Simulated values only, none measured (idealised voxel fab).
Proc. module: voxel fin reveal
cross-section cut | 245 nm wide | cells 5 nm
This document writes a cross-section as a grid whose cells are square, and gives it as bands, listed from the top down; one or more rows of cells form a band. Band entry format. Leading values: height of top, height of bottom, nm. Remainder: materials in left-to-right order, each with its width in nm. Special words: "everywhere" on a single material, which then fills the band edge to edge; "air", empty space. Heads up on the height convention: 0 is the point under which the incoming wafer is all one material, and the lowest band has no bottom, it just keeps going down, like "0 -> down". Quick explanation for "30->40": the width changes in equal steps down the rows of cells, from the first number in the band's top row to the second number in its bottom row. Take "no alteration" at face value: in the step it is given for, the cross-section changed in none of its cells. "Completely sealed voids" - sealed voids, min. 8 cells, no opening to top; format: width x height at distance (distance from left edge; nm throughout). It should be noted that, on the line of a given step, the content following the step's settings is a remark produced by the simulator itself with respect to that step. overlay nm, on a step with a mask: how far to the right of its planned place the mask lay; to the left if negative.

PLANNED STEP LIST FOR THE PROCESS
1 RECEIVE [material Si]
2 CONFORMAL_DEP [material SiN] [thk nm 5]
3 PATTERN [tone cover] [mask id FINS] [material resist] [width nm 15] [pitch nm 35] [thk nm 20] [overlay nm 0]
4 DIRECTIONAL_ETCH [etch materials SiN] [depth nm 5]
5 DIRECTIONAL_ETCH [etch materials Si] [depth nm 40]
6 STRIP [etch materials resist]
7 OXIDIZE [depth nm 5]
8 FILL_DEP [material SiO2] [thk nm 15]
9 CMP [height nm 5]
10 SELECTIVE_ETCH [etch materials SiO2] [depth nm 20]
11 STRIP [etch materials SiN]

HERE'S WHAT THE WAFER LOOKED LIKE IN CROSS-SECTION WHEN IT ARRIVED - THAT'S AFTER STEP 1
  0 -> down: Si everywhere
  Completely sealed voids: none

THE FIRST OF THE TWO WAFERS AS SEEN IN CROSS-SECTION ONCE THE MODULE WAS FINISHED; PROCESSING FOLLOWED THE PLAN
  0 -> -15: air (85) | Si (5) | air (30) | Si (5) | air (30) | Si (5) | air (85)
  -15 -> -45: SiO2 (85) | Si (5) | SiO2 (30) | Si (5) | SiO2 (30) | Si (5) | SiO2 (85)
  -45 -> down: Si everywhere
  Completely sealed voids: none

CROSS-SECTION OF THE LATTER OF THE TWO WAFERS AT MODULE COMPLETION. IT HAD AN IDENTICAL START AND AN IDENTICAL PLAN TO THE FORMER; IN RUNNING IT, ONE MISTAKE WAS MADE
  0 -> -45: SiO2 (85) | Si (5) | SiO2 (30) | Si (5) | SiO2 (30) | Si (5) | SiO2 (85)
  -45 -> down: Si everywhere
  Completely sealed voids: none
Processing error: skipped: plan step 9 (never run)
The second wafer ends with more or fewer cells of some materials than the first, per final count: 138 more of SiO2
